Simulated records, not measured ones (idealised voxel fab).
You're looking at the process module voxel gate over fins.
In the cross-section labelled cut, the width is 160 nm and each square cell is 5 nm.
This document writes a cross-section as a grid whose cells are square, and gives it as bands, listed from the top down; one or more rows of cells form a band. This entry defines a band. It first specifies the height of the band's top and the height of its bottom in nm, and then specifies the band's materials from left to right, stating each material with its width in nm. The word "full width" identifies a single material that fills the band from edge to edge, while the word "empty" identifies empty space. Ref level 0: as-received wafer is one material below here. Bottom band extends down with no lower bound ("z 0 and below"). Graded width ("30..40"): value in top row of band = first number; value in bottom row = second number; row-to-row change constant. Where a step carries "no alteration", the cross-section came out of it unchanged, cell for cell. If an empty space has no open way to the top and is at least 8 cells in size, "Closed empty spaces" lists it, written width x height at distance, where distance is measured from the left edge and every value is in nm. after a step's settings: what the simulator itself notes on the step. Each step line may optionally specify "overlay nm", which for a step with a mask gives the rightward distance between the mask's planned place and where it lay, a negative value indicating the leftward direction.
[This section lists the process steps that were planned]
- 1: RECEIVE [material Si]
- 2: CONFORMAL_DEP [material SiN] [thk nm 5]
- 3: MASKED_ETCH [tone cover] [mask id FINS] [width nm 15] [pitch nm 55] [etch materials SiN] [depth nm 5] [overlay nm 0]
- 4: MASKED_ETCH [tone cover] [mask id FINS] [width nm 15] [pitch nm 55] [etch materials Si] [depth nm 35] [overlay nm 0]
- 5: OXIDIZE [depth nm 5]
- 6: FILL_DEP [material SiO2] [thk nm 5]
- 7: CMP [height nm 5]
- 8: PATTERN [tone open] [mask id RAIL] [material resist] [width nm 15] [thk nm 15] [overlay nm 0]
- 9: DIRECTIONAL_ETCH [etch materials SiO2] [depth nm 35]
- 10: STRIP [etch materials resist]
- 11: CONFORMAL_DEP [material TiN] [thk nm 5]
- 12: FILL_DEP [material W] [thk nm 10]
- 13: CMP [height nm 5]
- 14: SELECTIVE_ETCH [etch materials W Ru TiN] [depth nm 25]
- 15: FILL_DEP [material SiO2] [thk nm 5]
- 16: CMP [height nm 5]
- 17: SELECTIVE_ETCH [etch materials SiO2] [depth nm 20]
- 18: STRIP [etch materials SiN]
- 19: CONFORMAL_DEP [material HfO2] [thk nm 5]
- 20: CONFORMAL_DEP [material TiN] [thk nm 5]
- 21: CONFORMAL_DEP [material TiAl] [thk nm 5]
- 22: CONFORMAL_DEP [material TiN] [thk nm 5]
- 23: FILL_DEP [material W] [thk nm 15]
- 24: CMP [height nm 30]
- 25: CONFORMAL_DEP [material SiN] [thk nm 10]
[Incoming wafer, cross-sectional view, post step 1]
* z 0 and below: Si full width
* Closed empty spaces: none
[First of two wafers, end-of-module section, run followed plan]
* z 40 to 30: SiN full width
* z 30 to 20: W full width
* z 20 to 15: TiN 45 nm, then W 10 nm, then TiN 45 nm, then W 10 nm, then TiN 45 nm, then W 5 nm
* z 15 to 10: TiN 5 nm, then TiAl 35 nm, then TiN 5 nm, then W 10 nm, then TiN 5 nm, then TiAl 35 nm, then TiN 5 nm, then W 10 nm, then TiN 5 nm, then TiAl 35 nm, then TiN 5 nm, then W 5 nm
* z 10 to 5: TiN 5 nm, then TiAl 5 nm, then TiN 25 nm, then TiAl 5 nm, then TiN 5 nm, then W 10 nm, then TiN 5 nm, then TiAl 5 nm, then TiN 25 nm, then TiAl 5 nm, then TiN 5 nm, then W 10 nm, then TiN 5 nm, then TiAl 5 nm, then TiN 25 nm, then TiAl 5 nm, then TiN 5 nm, then W 5 nm
* z 5 to 0: TiN 5 nm, then TiAl 5 nm, then TiN 5 nm, then HfO2 15 nm, then TiN 5 nm, then TiAl 5 nm, then TiN 20 nm, then TiAl 5 nm, then TiN 5 nm, then HfO2 15 nm, then TiN 5 nm, then TiAl 5 nm, then TiN 20 nm, then TiAl 5 nm, then TiN 5 nm, then HfO2 15 nm, then TiN 5 nm, then TiAl 5 nm, then TiN 10 nm
* z 0 to -5: TiAl 10 nm, then TiN 5 nm, then HfO2 5 nm, then Si 5 nm, then HfO2 5 nm, then TiN 5 nm, then TiAl 30 nm, then TiN 5 nm, then HfO2 5 nm, then Si 5 nm, then HfO2 5 nm, then TiN 5 nm, then TiAl 30 nm, then TiN 5 nm, then HfO2 5 nm, then Si 5 nm, then HfO2 5 nm, then TiN 5 nm, then TiAl 15 nm
* z -5 to -10: TiN 15 nm, then HfO2 5 nm, then Si 5 nm, then HfO2 5 nm, then TiN 40 nm, then HfO2 5 nm, then Si 5 nm, then HfO2 5 nm, then TiN 40 nm, then HfO2 5 nm, then Si 5 nm, then HfO2 5 nm, then TiN 20 nm
* z -10 to -15: HfO2 20 nm, then Si 5 nm, then HfO2 50 nm, then Si 5 nm, then HfO2 50 nm, then Si 5 nm, then HfO2 25 nm
* z -15 to -20: SiO2 20 nm, then Si 5 nm, then SiO2 50 nm, then Si 5 nm, then SiO2 50 nm, then Si 5 nm, then SiO2 25 nm
* z -20 to -25: SiO2 20 nm, then Si 5 nm, then SiO2 15 nm, then TiN 5 nm, then W 5 nm, then TiN 5 nm, then SiO2 20 nm, then Si 5 nm, then SiO2 50 nm, then Si 5 nm, then SiO2 25 nm
* z -25 to -30: SiO2 20 nm, then Si 5 nm, then SiO2 15 nm, then TiN 15 nm, then SiO2 20 nm, then Si 5 nm, then SiO2 50 nm, then Si 5 nm, then SiO2 25 nm
* z -30 to -40: SiO2 20 nm, then Si 5 nm, then SiO2 50 nm, then Si 5 nm, then SiO2 50 nm, then Si 5 nm, then SiO2 25 nm
* z -40 and below: Si full width
* Closed empty spaces: none
[This is the second of the two wafers, cross-sectioned at the end of the module; it started exactly like the first and was given the same plan, but it was run with one mistake]
* z 40 to 30: SiN full width
* z 30 to 25: TiN full width
* z 25 to 20: TiAl full width
* z 20 to 15: TiN 45 nm, then TiAl 10 nm, then TiN 45 nm, then TiAl 10 nm, then TiN 45 nm, then TiAl 5 nm
* z 15 to 5: TiN 5 nm, then HfO2 35 nm, then TiN 5 nm, then TiAl 10 nm, then TiN 5 nm, then HfO2 35 nm, then TiN 5 nm, then TiAl 10 nm, then TiN 5 nm, then HfO2 35 nm, then TiN 5 nm, then TiAl 5 nm
* z 5 to 0: TiN 5 nm, then HfO2 35 nm, then TiN 20 nm, then HfO2 35 nm, then TiN 20 nm, then HfO2 35 nm, then TiN 10 nm
* z 0 to -15: HfO2 20 nm, then Si 5 nm, then HfO2 50 nm, then Si 5 nm, then HfO2 50 nm, then Si 5 nm, then HfO2 25 nm
* z -15 to -20: SiO2 20 nm, then Si 5 nm, then SiO2 50 nm, then Si 5 nm, then SiO2 50 nm, then Si 5 nm, then SiO2 25 nm
* z -20 to -25: SiO2 20 nm, then Si 5 nm, then SiO2 15 nm, then TiN 5 nm, then W 5 nm, then TiN 5 nm, then SiO2 20 nm, then Si 5 nm, then SiO2 50 nm, then Si 5 nm, then SiO2 25 nm
* z -25 to -30: SiO2 20 nm, then Si 5 nm, then SiO2 15 nm, then TiN 15 nm, then SiO2 20 nm, then Si 5 nm, then SiO2 50 nm, then Si 5 nm, then SiO2 25 nm
* z -30 to -40: SiO2 20 nm, then Si 5 nm, then SiO2 50 nm, then Si 5 nm, then SiO2 50 nm, then Si 5 nm, then SiO2 25 nm
* z -40 and below: Si full width
* Closed empty spaces: none
Processing error: for step 19, the planned setting was not used; the step was instead run as CONFORMAL_DEP [material HfO2] [thk nm 15]
It is noted that, at the conclusion of processing, the second wafer exhibits a higher or lower cell count for certain materials relative to the first: +100 HfO2, -3 TiAl, -18 TiN, -79 W
